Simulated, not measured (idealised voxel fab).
process module | voxel transistor to metal
cross-section cut | 215 nm wide | cells 5 nm
A cross-section is a grid of square cells, given in bands from the top down. A band is one or more rows of cells.
Each band's line starts with the height of the band's top and of its bottom, in nm. Then come its materials from left to right, each with its width in nm. One material with "throughout" fills the band from edge to edge. "air" is empty space.
Height 0 is the level under which the wafer as received is all one material. The lowest band goes on downwards, as in "0 down".
A width such as "30 to 40" changes by the same amount from each row of cells to the next, from the band's top row to its bottom row.
"no change" after a step means that no cell of the cross-section changed.
closed voids: empty space of 8 cells or more with no open way to the top, each as width x height at its distance from the left edge, in nm
after a step's settings: what the simulator itself notes on the step
overlay nm, on a step with a mask: how far to the right of its planned place the mask lay; to the left if negative
Each pair below shows a cross-section before one step and the cross-section after it, down to the lowest band that changed. The line under each pair gives the step between them, with its settings. The pairs can come from different runs of this module on the same starting wafer, so a pair continues from the pair above only where its "before" says so.
before
  30 to 20: air 95 | SiO2 5 | SiCN 15 | SiO2 5 | air 95
  20 to 0: air 95 | SiO2 5 | polySi 15 | SiO2 5 | air 95
  0 to -5: SiO2 55 | air 40 | SiO2 5 | polySi 15 | SiO2 5 | air 40 | SiO2 55
  -5 to -15: SiO2 throughout
  -15 to -35: SiO2 60 | Si 95 | SiO2 60
  -35 down: Si throughout
  closed voids: none
after
  40 to 30: air 85 | SiN 45 | air 85
  30 to 20: air 85 | SiN 10 | SiO2 5 | SiCN 15 | SiO2 5 | SiN 10 | air 85
  20 to 10: air 85 | SiN 10 | SiO2 5 | polySi 15 | SiO2 5 | SiN 10 | air 85
  10 to 5: SiN 65 | air 20 | SiN 10 | SiO2 5 | polySi 15 | SiO2 5 | SiN 10 | air 20 | SiN 65
  5 to 0: SiN 95 | SiO2 5 | polySi 15 | SiO2 5 | SiN 95
  0 to -5: SiO2 55 | SiN 40 | SiO2 5 | polySi 15 | SiO2 5 | SiN 40 | SiO2 55
  below -5: unchanged
  closed voids: none
the step between: op CONFORMAL_DEP | material SiN | thk nm 10
before: the cross-section after the pair above
after
  30 to 20: air 85 | SiN 10 | SiO2 5 | SiCN 15 | SiO2 5 | SiN 10 | air 85
  20 to 0: air 85 | SiN 10 | SiO2 5 | polySi 15 | SiO2 5 | SiN 10 | air 85
  0 to -5: SiO2 55 | SiN 10 | air 20 | SiN 10 | SiO2 5 | polySi 15 | SiO2 5 | SiN 10 | air 20 | SiN 10 | SiO2 55
  below -5: unchanged
  closed voids: none
the step between: op DIRECTIONAL_ETCH | etch materials SiN | depth nm 10
before: the cross-section after the pair above
after
  30 to 25: air 85 | SiN 10 | air 5 | SiCN 15 | air 5 | SiN 10 | air 85
  25 to 20: air 85 | SiN 10 | SiO2 5 | SiCN 15 | SiO2 5 | SiN 10 | air 85
  20 to 0: air 85 | SiN 10 | SiO2 5 | polySi 15 | SiO2 5 | SiN 10 | air 85
  0 to -5: air 55 | SiN 10 | air 20 | SiN 10 | SiO2 5 | polySi 15 | SiO2 5 | SiN 10 | air 20 | SiN 10 | air 55
  -5 to -10: SiO2 65 | air 20 | SiO2 45 | air 20 | SiO2 65
  below -10: unchanged
  closed voids: none
the step between: op DIRECTIONAL_ETCH | etch materials SiO2 | depth nm 5
before: the cross-section after the pair above
after
  40 to 30: SiO2 throughout
  30 to 20: SiO2 85 | SiN 10 | SiO2 5 | SiCN 15 | SiO2 5 | SiN 10 | SiO2 85
  20 to 0: SiO2 85 | SiN 10 | SiO2 5 | polySi 15 | SiO2 5 | SiN 10 | SiO2 85
  0 to -5: SiO2 55 | SiN 10 | SiO2 20 | SiN 10 | SiO2 5 | polySi 15 | SiO2 5 | SiN 10 | SiO2 20 | SiN 10 | SiO2 55
  -5 to -15: SiO2 throughout
  below -15: unchanged
  closed voids: none
the step between: op FILL_DEP | material SiO2 | thk nm 10
before: the cross-section after the pair above
after
  30 to 20: SiO2 85 | SiN 10 | SiO2 5 | SiCN 15 | SiO2 5 | SiN 10 | SiO2 85
  below 20: unchanged
  closed voids: none
the step between: op CMP | height nm 30
before: the cross-section after the pair above
after
  40 to 30: SiO2 throughout
  below 30: unchanged
  closed voids: none
the step between: op DIRECTIONAL_DEP | material SiO2 | thk nm 10
before: the cross-section after the pair above
after
  40 to 30: SiO2 60 | air 20 | SiO2 55 | air 20 | SiO2 60
  30 to 20: SiO2 60 | air 20 | SiO2 5 | SiN 10 | SiO2 5 | SiCN 15 | SiO2 5 | SiN 10 | SiO2 5 | air 20 | SiO2 60
  20 to 0: SiO2 60 | air 20 | SiO2 5 | SiN 10 | SiO2 5 | polySi 15 | SiO2 5 | SiN 10 | SiO2 5 | air 20 | SiO2 60
  below 0: unchanged
  closed voids: none
the step between: op MASKED_ETCH | tone open | mask id CONTACT | width nm 20 | pitch nm 75 | etch materials SiO2 | depth nm 40 | overlay nm 0
before: the cross-section after the pair above
after
  45 to 40: TiN 65 | air 10 | TiN 65 | air 10 | TiN 65
  40 to 30: SiO2 60 | TiN 5 | air 10 | TiN 5 | SiO2 55 | TiN 5 | air 10 | TiN 5 | SiO2 60
  30 to 20: SiO2 60 | TiN 5 | air 10 | TiN 5 | SiO2 5 | SiN 10 | SiO2 5 | SiCN 15 | SiO2 5 | SiN 10 | SiO2 5 | TiN 5 | air 10 | TiN 5 | SiO2 60
  20 to 5: SiO2 60 | TiN 5 | air 10 | TiN 5 | SiO2 5 | SiN 10 | SiO2 5 | polySi 15 | SiO2 5 | SiN 10 | SiO2 5 | TiN 5 | air 10 | TiN 5 | SiO2 60
  5 to 0: SiO2 60 | TiN 20 | SiO2 5 | SiN 10 | SiO2 5 | polySi 15 | SiO2 5 | SiN 10 | SiO2 5 | TiN 20 | SiO2 60
  below 0: unchanged
  closed voids: none
the step between: op CONFORMAL_DEP | material TiN | thk nm 5
before: the cross-section after the pair above
after
  55 to 45: W throughout
  45 to 40: TiN 65 | W 10 | TiN 65 | W 10 | TiN 65
  40 to 30: SiO2 60 | TiN 5 | W 10 | TiN 5 | SiO2 55 | TiN 5 | W 10 | TiN 5 | SiO2 60
  30 to 20: SiO2 60 | TiN 5 | W 10 | TiN 5 | SiO2 5 | SiN 10 | SiO2 5 | SiCN 15 | SiO2 5 | SiN 10 | SiO2 5 | TiN 5 | W 10 | TiN 5 | SiO2 60
  20 to 5: SiO2 60 | TiN 5 | W 10 | TiN 5 | SiO2 5 | SiN 10 | SiO2 5 | polySi 15 | SiO2 5 | SiN 10 | SiO2 5 | TiN 5 | W 10 | TiN 5 | SiO2 60
  below 5: unchanged
  closed voids: none
the step between: op FILL_DEP | material W | thk nm 10
before: the cross-section after the pair above
after
  40 to 30: SiO2 60 | TiN 5 | W 10 | TiN 5 | SiO2 55 | TiN 5 | W 10 | TiN 5 | SiO2 60
  below 30: unchanged
  closed voids: none
the step between: op CMP | height nm 40
before: the cross-section after the pair above
after
  45 to 40: TiN throughout
  below 40: unchanged
  closed voids: none
the step between: op DIRECTIONAL_DEP | material TiN | thk nm 5
before: the cross-section after the pair above
after
  60 to 45: W throughout
  below 45: unchanged
  closed voids: none
the step between: op DIRECTIONAL_DEP | material W | thk nm 15
before: the cross-section after the pair above
after
  60 to 45: air 60 | W 20 | air 55 | W 20 | air 60
  below 45: unchanged
  closed voids: none
the step between: op MASKED_ETCH | tone cover | mask id METAL_1 | width nm 20 | pitch nm 75 | etch materials W | depth nm 15 | overlay nm 0
before: the cross-section after the pair above
after
  60 to 45: air 60 | W 20 | air 55 | W 20 | air 60
  45 to 40: air 60 | TiN 20 | air 55 | TiN 20 | air 60
  below 40: unchanged
  closed voids: none
the step between: op MASKED_ETCH | tone cover | mask id METAL_1 | width nm 20 | pitch nm 75 | etch materials TiN | depth nm 5 | overlay nm 0
before: the cross-section after the pair above
after
  65 to 60: air 55 | SiN 30 | air 45 | SiN 30 | air 55
  60 to 45: air 55 | SiN 5 | W 20 | SiN 5 | air 45 | SiN 5 | W 20 | SiN 5 | air 55
  45 to 40: SiN 60 | TiN 20 | SiN 55 | TiN 20 | SiN 60
  below 40: unchanged
  closed voids: none
the step between: op CONFORMAL_DEP | material SiN | thk nm 5
before: the cross-section after the pair above
after
  75 to 65: lowk throughout
  65 to 60: lowk 55 | SiN 30 | lowk 45 | SiN 30 | lowk 55
  60 to 45: lowk 55 | SiN 5 | W 20 | SiN 5 | lowk 45 | SiN 5 | W 20 | SiN 5 | lowk 55
  below 45: unchanged
  closed voids: none
the step between: op FILL_DEP | material lowk | thk nm 10
before: the cross-section after the pair above
after
  60 to 45: lowk 55 | SiN 5 | W 20 | SiN 5 | lowk 45 | SiN 5 | W 20 | SiN 5 | lowk 55
  below 45: unchanged
  closed voids: none
the step between: op CMP | height nm 60
before: the cross-section after the pair above
after
  65 to 60: SiCN throughout
  below 60: unchanged
  closed voids: none
the step between: op CONFORMAL_DEP | material SiCN | thk nm 5
before: the cross-section after the pair above
after
  100 to 65: SiO2 throughout
  below 65: unchanged
  closed voids: none
the step between: op DIRECTIONAL_DEP | material SiO2 | thk nm 35
before: the cross-section after the pair above
after
  120 to 100: resist 60 | air 15 | resist 60 | air 15 | resist 65
  below 100: unchanged
  closed voids: none
the step between: op PATTERN | tone open | mask id METAL_2_HOLES | material resist | width nm 15 | pitch nm 75 | thk nm 20 | overlay nm 0
before: the cross-section after the pair above
after
  120 to 100: resist 60 | air 15 | resist 60 | air 15 | resist 65
  100 to 65: SiO2 60 | air 15 | SiO2 60 | air 15 | SiO2 65
  below 65: unchanged
  closed voids: none
the step between: op DIRECTIONAL_ETCH | etch materials SiO2 | depth nm 35
before: the cross-section after the pair above
after
  100 to 65: SiO2 60 | air 15 | SiO2 60 | air 15 | SiO2 65
  below 65: unchanged
  closed voids: none
the step between: op STRIP | etch materials resist
before: the cross-section after the pair above
after
  115 to 100: aC 60 | air 15 | aC 60 | air 15 | aC 65
  100 to 80: SiO2 60 | air 15 | SiO2 60 | air 15 | SiO2 65
  80 to 65: SiO2 60 | aC 15 | SiO2 60 | aC 15 | SiO2 65
  below 65: unchanged
  closed voids: none
the step between: op DIRECTIONAL_DEP | material aC | thk nm 15
before: the cross-section after the pair above
after
  145 to 115: resist 60 | air 20 | resist 55 | air 20 | resist 60
  below 115: unchanged
  closed voids: none
the step between: op PATTERN | tone open | mask id METAL_2 | material resist | width nm 20 | pitch nm 75 | thk nm 30 | overlay nm 0
before: the cross-section after the pair above
after
  130 to 115: resist 60 | air 20 | resist 55 | air 20 | resist 60
  115 to 100: aC 60 | air 20 | aC 55 | air 20 | aC 60
  100 to 65: SiO2 60 | air 15 | SiO2 60 | air 15 | SiO2 65
  below 65: unchanged
  closed voids: none
the step between: op DIRECTIONAL_ETCH | etch materials aC | depth nm 15
before: the cross-section after the pair above
after
  115 to 100: aC 60 | air 20 | aC 55 | air 20 | aC 60
  below 100: unchanged
  closed voids: none
the step between: op STRIP | etch materials resist
before: the cross-section after the pair above
after
  115 to 100: aC 60 | air 20 | aC 55 | air 20 | aC 60
  100 to 80: SiO2 60 | air 20 | SiO2 55 | air 20 | SiO2 60
  below 80: unchanged
  closed voids: none
the step between: op DIRECTIONAL_ETCH | etch materials SiO2 | depth nm 20
before: the cross-section after the pair above
after
  115 to 100: aC 60 | air 20 | aC 55 | air 20 | aC 60
  100 to 80: SiO2 60 | air 20 | SiO2 55 | air 20 | SiO2 60
  80 to 65: SiO2 60 | air 15 | SiO2 60 | air 15 | SiO2 65
  65 to 60: SiCN 60 | air 15 | SiCN 60 | air 15 | SiCN 65
  below 60: unchanged
  closed voids: none
the step between: op DIRECTIONAL_ETCH | etch materials SiCN | depth nm 5
before: the cross-section after the pair above
after
  100 to 80: SiO2 60 | air 20 | SiO2 55 | air 20 | SiO2 60
  below 80: unchanged
  closed voids: none
the step between: op STRIP | etch materials aC
before: the cross-section after the pair above
after
  105 to 100: TiN 65 | air 10 | TiN 65 | air 10 | TiN 65
  100 to 85: SiO2 60 | TiN 5 | air 10 | TiN 5 | SiO2 55 | TiN 5 | air 10 | TiN 5 | SiO2 60
  85 to 80: SiO2 60 | TiN 5 | air 5 | TiN 10 | SiO2 55 | TiN 5 | air 5 | TiN 10 | SiO2 60
  80 to 65: SiO2 60 | TiN 5 | air 5 | TiN 5 | SiO2 60 | TiN 5 | air 5 | TiN 5 | SiO2 65
  65 to 60: SiCN 60 | TiN 15 | SiCN 60 | TiN 15 | SiCN 65
  below 60: unchanged
  closed voids: none
the step between: op CONFORMAL_DEP | material TiN | thk nm 5
before: the cross-section after the pair above
after
  115 to 105: Ru throughout
  105 to 100: TiN 65 | Ru 10 | TiN 65 | Ru 10 | TiN 65
  100 to 85: SiO2 60 | TiN 5 | Ru 10 | TiN 5 | SiO2 55 | TiN 5 | Ru 10 | TiN 5 | SiO2 60
  85 to 80: SiO2 60 | TiN 5 | Ru 5 | TiN 10 | SiO2 55 | TiN 5 | Ru 5 | TiN 10 | SiO2 60
  80 to 65: SiO2 60 | TiN 5 | Ru 5 | TiN 5 | SiO2 60 | TiN 5 | Ru 5 | TiN 5 | SiO2 65
  below 65: unchanged
  closed voids: none
the step between: op FILL_DEP | material Ru | thk nm 10
before: the cross-section after the pair above
after
  100 to 85: SiO2 60 | TiN 5 | Ru 10 | TiN 5 | SiO2 55 | TiN 5 | Ru 10 | TiN 5 | SiO2 60
  below 85: unchanged
  closed voids: none
the step between: op CMP | height nm 100
before: the cross-section after the pair above
after
  105 to 100: SiN throughout
  below 100: unchanged
  closed voids: none
the step between: op CONFORMAL_DEP | material SiN | thk nm 5
before
  35 to 30: SiCN 50 | air 115 | SiCN 50
  30 to 25: SiCN throughout
  25 to 20: polySi 50 | SiCN 115 | polySi 50
  20 to 0: polySi throughout
  0 to -5: SiO2 50 | polySi 115 | SiO2 50
  -5 to -10: SiO2 throughout
  -10 to -35: SiO2 60 | Si 95 | SiO2 60
  -35 down: Si throughout
  closed voids: none
after
  50 to 35: air 95 | resist 25 | air 95
  35 to 30: SiCN 50 | air 45 | resist 25 | air 45 | SiCN 50
  below 30: unchanged
  closed voids: none
the step between: op PATTERN | tone cover | mask id GATE | material resist | width nm 25 | thk nm 15 | overlay nm 0
before: the cross-section after the pair above
after
  50 to 30: air 95 | resist 25 | air 95
  30 to 25: air 95 | SiCN 25 | air 95
  25 to 20: polySi 50 | air 45 | SiCN 25 | air 45 | polySi 50
  below 20: unchanged
  closed voids: none
the step between: op DIRECTIONAL_ETCH | etch materials SiCN | depth nm 20
before: the cross-section after the pair above
after
  50 to 30: air 95 | resist 25 | air 95
  30 to 20: air 95 | SiCN 25 | air 95
  20 to 0: air 95 | polySi 25 | air 95
  0 to -5: SiO2 50 | air 45 | polySi 25 | air 45 | SiO2 50
  below -5: unchanged
  closed voids: none
the step between: op DIRECTIONAL_ETCH | etch materials polySi | depth nm 35
before: the cross-section after the pair above
after
  30 to 20: air 95 | SiCN 25 | air 95
  below 20: unchanged
  closed voids: none
the step between: op STRIP | etch materials resist
before: the cross-section after the pair above
after
  35 to 30: air 90 | SiO2 35 | air 90
  30 to 20: air 90 | SiO2 5 | SiCN 25 | SiO2 5 | air 90
  20 to 5: air 90 | SiO2 5 | polySi 25 | SiO2 5 | air 90
  5 to 0: SiO2 55 | air 35 | SiO2 5 | polySi 25 | SiO2 5 | air 35 | SiO2 55
  0 to -5: SiO2 95 | polySi 25 | SiO2 95
  below -5: unchanged
  closed voids: none
the step between: op CONFORMAL_DEP | material SiO2 | thk nm 5
before: the cross-section after the pair above
after
  30 to 20: air 90 | SiO2 5 | SiCN 25 | SiO2 5 | air 90
  20 to 0: air 90 | SiO2 5 | polySi 25 | SiO2 5 | air 90
  0 to -5: SiO2 55 | air 35 | SiO2 5 | polySi 25 | SiO2 5 | air 35 | SiO2 55
  below -5: unchanged
  closed voids: none
the step between: op DIRECTIONAL_ETCH | etch materials SiO2 | depth nm 5
before: the cross-section after the pair above
after
  40 to 30: air 80 | SiN 55 | air 80
  30 to 20: air 80 | SiN 10 | SiO2 5 | SiCN 25 | SiO2 5 | SiN 10 | air 80
  20 to 10: air 80 | SiN 10 | SiO2 5 | polySi 25 | SiO2 5 | SiN 10 | air 80
  10 to 5: SiN 65 | air 15 | SiN 10 | SiO2 5 | polySi 25 | SiO2 5 | SiN 10 | air 15 | SiN 65
  5 to 0: SiN 90 | SiO2 5 | polySi 25 | SiO2 5 | SiN 90
  0 to -5: SiO2 55 | SiN 35 | SiO2 5 | polySi 25 | SiO2 5 | SiN 35 | SiO2 55
  below -5: unchanged
  closed voids: none
the step between: op CONFORMAL_DEP | material SiN | thk nm 10
before: the cross-section after the pair above
after
  30 to 20: air 80 | SiN 10 | SiO2 5 | SiCN 25 | SiO2 5 | SiN 10 | air 80
  20 to 0: air 80 | SiN 10 | SiO2 5 | polySi 25 | SiO2 5 | SiN 10 | air 80
  0 to -5: SiO2 55 | SiN 10 | air 15 | SiN 10 | SiO2 5 | polySi 25 | SiO2 5 | SiN 10 | air 15 | SiN 10 | SiO2 55
  below -5: unchanged
  closed voids: none
the step between: op DIRECTIONAL_ETCH | etch materials SiN | depth nm 10
before: the cross-section after the pair above
after
  30 to 25: air 80 | SiN 10 | air 5 | SiCN 25 | air 5 | SiN 10 | air 80
  25 to 20: air 80 | SiN 10 | SiO2 5 | SiCN 25 | SiO2 5 | SiN 10 | air 80
  20 to 0: air 80 | SiN 10 | SiO2 5 | polySi 25 | SiO2 5 | SiN 10 | air 80
  0 to -5: air 55 | SiN 10 | air 15 | SiN 10 | SiO2 5 | polySi 25 | SiO2 5 | SiN 10 | air 15 | SiN 10 | air 55
  -5 to -10: SiO2 65 | air 15 | SiO2 55 | air 15 | SiO2 65
  below -10: unchanged
  closed voids: none
the step between: op DIRECTIONAL_ETCH | etch materials SiO2 | depth nm 5
before: the cross-section after the pair above
after
  30 to 25: air 80 | SiN 10 | air 5 | SiCN 25 | air 5 | SiN 10 | air 80
  25 to 20: air 80 | SiN 10 | SiO2 5 | SiCN 25 | SiO2 5 | SiN 10 | air 80
  20 to 0: air 80 | SiN 10 | SiO2 5 | polySi 25 | SiO2 5 | SiN 10 | air 80
  0 to -5: air 55 | SiN 10 | air 15 | SiN 10 | SiO2 5 | polySi 25 | SiO2 5 | SiN 10 | air 15 | SiN 10 | air 55
  -5 to -10: SiO2 65 | air 15 | SiO2 55 | air 15 | SiO2 65
  -10 to -15: SiO2 60 | Si 5 | air 15 | Si 55 | air 15 | Si 5 | SiO2 60
  below -15: unchanged
  closed voids: none
the step between: op DIRECTIONAL_ETCH | etch materials Si | depth nm 5
before: the cross-section after the pair above
after
  30 to 25: air 80 | SiN 10 | air 5 | SiCN 25 | air 5 | SiN 10 | air 80
  25 to 20: air 80 | SiN 10 | SiO2 5 | SiCN 25 | SiO2 5 | SiN 10 | air 80
  20 to 0: air 80 | SiN 10 | SiO2 5 | polySi 25 | SiO2 5 | SiN 10 | air 80
  0 to -5: air 55 | SiN 10 | nSi 15 | SiN 10 | SiO2 5 | polySi 25 | SiO2 5 | SiN 10 | nSi 15 | SiN 10 | air 55
  -5 to -10: SiO2 65 | nSi 15 | SiO2 55 | nSi 15 | SiO2 65
  -10 to -15: SiO2 60 | Si 5 | nSi 15 | Si 55 | nSi 15 | Si 5 | SiO2 60
  below -15: unchanged
  closed voids: none
the step between: op EPI | material nSi | thk nm 10
before: the cross-section after the pair above
after
  40 to 30: SiO2 throughout
  30 to 20: SiO2 80 | SiN 10 | SiO2 5 | SiCN 25 | SiO2 5 | SiN 10 | SiO2 80
  20 to 0: SiO2 80 | SiN 10 | SiO2 5 | polySi 25 | SiO2 5 | SiN 10 | SiO2 80
  0 to -5: SiO2 55 | SiN 10 | nSi 15 | SiN 10 | SiO2 5 | polySi 25 | SiO2 5 | SiN 10 | nSi 15 | SiN 10 | SiO2 55
  below -5: unchanged
  closed voids: none
the step between: op FILL_DEP | material SiO2 | thk nm 10
before: the cross-section after the pair above
after
  30 to 20: SiO2 80 | SiN 10 | SiO2 5 | SiCN 25 | SiO2 5 | SiN 10 | SiO2 80
  below 20: unchanged
  closed voids: none
the step between: op CMP | height nm 30
before: the cross-section after the pair above
after
  40 to 30: SiO2 throughout
  below 30: unchanged
  closed voids: none
the step between: op DIRECTIONAL_DEP | material SiO2 | thk nm 10
before: the cross-section after the pair above
after
  40 to 30: SiO2 60 | air 20 | SiO2 55 | air 20 | SiO2 60
  30 to 20: SiO2 60 | air 20 | SiN 10 | SiO2 5 | SiCN 25 | SiO2 5 | SiN 10 | air 20 | SiO2 60
  20 to 0: SiO2 60 | air 20 | SiN 10 | SiO2 5 | polySi 25 | SiO2 5 | SiN 10 | air 20 | SiO2 60
  below 0: unchanged
  closed voids: none
the step between: op MASKED_ETCH | tone open | mask id CONTACT | width nm 20 | pitch nm 75 | etch materials SiO2 | depth nm 40 | overlay nm 0
before: the cross-section after the pair above
after
  45 to 40: TiN 65 | air 10 | TiN 65 | air 10 | TiN 65
  40 to 30: SiO2 60 | TiN 5 | air 10 | TiN 5 | SiO2 55 | TiN 5 | air 10 | TiN 5 | SiO2 60
  30 to 20: SiO2 60 | TiN 5 | air 10 | TiN 5 | SiN 10 | SiO2 5 | SiCN 25 | SiO2 5 | SiN 10 | TiN 5 | air 10 | TiN 5 | SiO2 60
  20 to 5: SiO2 60 | TiN 5 | air 10 | TiN 5 | SiN 10 | SiO2 5 | polySi 25 | SiO2 5 | SiN 10 | TiN 5 | air 10 | TiN 5 | SiO2 60
  5 to 0: SiO2 60 | TiN 20 | SiN 10 | SiO2 5 | polySi 25 | SiO2 5 | SiN 10 | TiN 20 | SiO2 60
  below 0: unchanged
  closed voids: none
the step between: op CONFORMAL_DEP | material TiN | thk nm 5
before: the cross-section after the pair above
after
  55 to 45: W throughout
  45 to 40: TiN 65 | W 10 | TiN 65 | W 10 | TiN 65
  40 to 30: SiO2 60 | TiN 5 | W 10 | TiN 5 | SiO2 55 | TiN 5 | W 10 | TiN 5 | SiO2 60
  30 to 20: SiO2 60 | TiN 5 | W 10 | TiN 5 | SiN 10 | SiO2 5 | SiCN 25 | SiO2 5 | SiN 10 | TiN 5 | W 10 | TiN 5 | SiO2 60
  20 to 5: SiO2 60 | TiN 5 | W 10 | TiN 5 | SiN 10 | SiO2 5 | polySi 25 | SiO2 5 | SiN 10 | TiN 5 | W 10 | TiN 5 | SiO2 60
  below 5: unchanged
  closed voids: none
the step between: op FILL_DEP | material W | thk nm 10
before: the cross-section after the pair above
after
  40 to 30: SiO2 60 | TiN 5 | W 10 | TiN 5 | SiO2 55 | TiN 5 | W 10 | TiN 5 | SiO2 60
  below 30: unchanged
  closed voids: none
the step between: op CMP | height nm 40
before: the cross-section after the pair above
after
  45 to 40: TiN throughout
  below 40: unchanged
  closed voids: none
the step between: op DIRECTIONAL_DEP | material TiN | thk nm 5
before: the cross-section after the pair above
after
  60 to 45: W throughout
  below 45: unchanged
  closed voids: none
the step between: op DIRECTIONAL_DEP | material W | thk nm 15
before: the cross-section after the pair above
after
  60 to 45: air 60 | W 20 | air 55 | W 20 | air 60
  below 45: unchanged
  closed voids: none
the step between: op MASKED_ETCH | tone cover | mask id METAL_1 | width nm 20 | pitch nm 75 | etch materials W | depth nm 15 | overlay nm 0
before: the cross-section after the pair above
after
  60 to 45: air 60 | W 20 | air 55 | W 20 | air 60
  45 to 40: air 60 | TiN 20 | air 55 | TiN 20 | air 60
  below 40: unchanged
  closed voids: none
the step between: op MASKED_ETCH | tone cover | mask id METAL_1 | width nm 20 | pitch nm 75 | etch materials TiN | depth nm 5 | overlay nm 0
before: the cross-section after the pair above
after
  65 to 60: air 55 | SiN 30 | air 45 | SiN 30 | air 55
  60 to 45: air 55 | SiN 5 | W 20 | SiN 5 | air 45 | SiN 5 | W 20 | SiN 5 | air 55
  45 to 40: SiN 60 | TiN 20 | SiN 55 | TiN 20 | SiN 60
  below 40: unchanged
  closed voids: none
the step between: op CONFORMAL_DEP | material SiN | thk nm 5
before: the cross-section after the pair above
after
  75 to 65: lowk throughout
  65 to 60: lowk 55 | SiN 30 | lowk 45 | SiN 30 | lowk 55
  60 to 45: lowk 55 | SiN 5 | W 20 | SiN 5 | lowk 45 | SiN 5 | W 20 | SiN 5 | lowk 55
  below 45: unchanged
  closed voids: none
the step between: op FILL_DEP | material lowk | thk nm 10
before: the cross-section after the pair above
after
  60 to 45: lowk 55 | SiN 5 | W 20 | SiN 5 | lowk 45 | SiN 5 | W 20 | SiN 5 | lowk 55
  below 45: unchanged
  closed voids: none
the step between: op CMP | height nm 60
before: the cross-section after the pair above
after
  65 to 60: SiCN throughout
  below 60: unchanged
  closed voids: none
the step between: op CONFORMAL_DEP | material SiCN | thk nm 5
before: the cross-section after the pair above
after
  100 to 65: SiO2 throughout
  below 65: unchanged
  closed voids: none
the step between: op DIRECTIONAL_DEP | material SiO2 | thk nm 35
before: the cross-section after the pair above
after
  120 to 100: resist 60 | air 15 | resist 60 | air 15 | resist 65
  below 100: unchanged
  closed voids: none
the step between: op PATTERN | tone open | mask id METAL_2_HOLES | material resist | width nm 15 | pitch nm 75 | thk nm 20 | overlay nm 0
before: the cross-section after the pair above
after
  120 to 100: resist 60 | air 15 | resist 60 | air 15 | resist 65
  100 to 65: SiO2 60 | air 15 | SiO2 60 | air 15 | SiO2 65
  below 65: unchanged
  closed voids: none
the step between: op DIRECTIONAL_ETCH | etch materials SiO2 | depth nm 35
before: the cross-section after the pair above
after
  100 to 65: SiO2 60 | air 15 | SiO2 60 | air 15 | SiO2 65
  below 65: unchanged
  closed voids: none
the step between: op STRIP | etch materials resist
before: the cross-section after the pair above
after
  115 to 100: aC 60 | air 15 | aC 60 | air 15 | aC 65
  100 to 80: SiO2 60 | air 15 | SiO2 60 | air 15 | SiO2 65
  80 to 65: SiO2 60 | aC 15 | SiO2 60 | aC 15 | SiO2 65
  below 65: unchanged
  closed voids: none
the step between: op DIRECTIONAL_DEP | material aC | thk nm 15
before: the cross-section after the pair above
after
  145 to 115: resist 60 | air 20 | resist 55 | air 20 | resist 60
  below 115: unchanged
  closed voids: none
the step between: op PATTERN | tone open | mask id METAL_2 | material resist | width nm 20 | pitch nm 75 | thk nm 30 | overlay nm 0
before: the cross-section after the pair above
after
  130 to 115: resist 60 | air 20 | resist 55 | air 20 | resist 60
  115 to 100: aC 60 | air 20 | aC 55 | air 20 | aC 60
  100 to 65: SiO2 60 | air 15 | SiO2 60 | air 15 | SiO2 65
  below 65: unchanged
  closed voids: none
the step between: op DIRECTIONAL_ETCH | etch materials aC | depth nm 15
before: the cross-section after the pair above
after
  115 to 100: aC 60 | air 20 | aC 55 | air 20 | aC 60
  below 100: unchanged
  closed voids: none
the step between: op STRIP | etch materials resist
before: the cross-section after the pair above
after
  115 to 100: aC 60 | air 20 | aC 55 | air 20 | aC 60
  100 to 80: SiO2 60 | air 20 | SiO2 55 | air 20 | SiO2 60
  below 80: unchanged
  closed voids: none
the step between: op DIRECTIONAL_ETCH | etch materials SiO2 | depth nm 20
before: the cross-section after the pair above
after
  115 to 100: aC 60 | air 20 | aC 55 | air 20 | aC 60
  100 to 80: SiO2 60 | air 20 | SiO2 55 | air 20 | SiO2 60
  80 to 65: SiO2 60 | air 15 | SiO2 60 | air 15 | SiO2 65
  65 to 60: SiCN 60 | air 15 | SiCN 60 | air 15 | SiCN 65
  below 60: unchanged
  closed voids: none
the step between: op DIRECTIONAL_ETCH | etch materials SiCN | depth nm 5
before: the cross-section after the pair above
after
  100 to 80: SiO2 60 | air 20 | SiO2 55 | air 20 | SiO2 60
  below 80: unchanged
  closed voids: none
the step between: op STRIP | etch materials aC
before: the cross-section after the pair above
after
  105 to 100: TiN 65 | air 10 | TiN 65 | air 10 | TiN 65
  100 to 85: SiO2 60 | TiN 5 | air 10 | TiN 5 | SiO2 55 | TiN 5 | air 10 | TiN 5 | SiO2 60
  85 to 80: SiO2 60 | TiN 5 | air 5 | TiN 10 | SiO2 55 | TiN 5 | air 5 | TiN 10 | SiO2 60
  80 to 65: SiO2 60 | TiN 5 | air 5 | TiN 5 | SiO2 60 | TiN 5 | air 5 | TiN 5 | SiO2 65
  65 to 60: SiCN 60 | TiN 15 | SiCN 60 | TiN 15 | SiCN 65
  below 60: unchanged
  closed voids: none
the step between: op CONFORMAL_DEP | material TiN | thk nm 5
before: the cross-section after the pair above
after
  115 to 105: Ru throughout
  105 to 100: TiN 65 | Ru 10 | TiN 65 | Ru 10 | TiN 65
  100 to 85: SiO2 60 | TiN 5 | Ru 10 | TiN 5 | SiO2 55 | TiN 5 | Ru 10 | TiN 5 | SiO2 60
  85 to 80: SiO2 60 | TiN 5 | Ru 5 | TiN 10 | SiO2 55 | TiN 5 | Ru 5 | TiN 10 | SiO2 60
  80 to 65: SiO2 60 | TiN 5 | Ru 5 | TiN 5 | SiO2 60 | TiN 5 | Ru 5 | TiN 5 | SiO2 65
  below 65: unchanged
  closed voids: none
the step between: op FILL_DEP | material Ru | thk nm 10
before: the cross-section after the pair above
after
  100 to 85: SiO2 60 | TiN 5 | Ru 10 | TiN 5 | SiO2 55 | TiN 5 | Ru 10 | TiN 5 | SiO2 60
  below 85: unchanged
  closed voids: none
the step between: op CMP | height nm 100
before: the cross-section after the pair above
after
  105 to 100: SiN throughout
  below 100: unchanged
  closed voids: none
the step between: op CONFORMAL_DEP | material SiN | thk nm 5
before
  35 to 30: SiCN 50 | air 115 | SiCN 50
  30 to 25: SiCN throughout
  25 to 20: polySi 50 | SiCN 115 | polySi 50
  20 to 0: polySi throughout
  0 to -5: SiO2 50 | polySi 115 | SiO2 50
  -5 to -10: SiO2 throughout
  -10 to -35: SiO2 60 | Si 95 | SiO2 60
  -35 down: Si throughout
  closed voids: none
after
  50 to 35: air 90 | resist 15 | air 110
  35 to 30: SiCN 50 | air 40 | resist 15 | air 60 | SiCN 50
  below 30: unchanged
  closed voids: none
the step between: op PATTERN | tone cover | mask id GATE | material resist | width nm 15 | thk nm 15 | overlay nm -10
before: the cross-section after the pair above
after
  50 to 30: air 90 | resist 15 | air 110
  30 to 25: air 90 | SiCN 15 | air 110
  25 to 20: polySi 50 | air 40 | SiCN 15 | air 60 | polySi 50
  below 20: unchanged
  closed voids: none
the step between: op DIRECTIONAL_ETCH | etch materials SiCN | depth nm 20
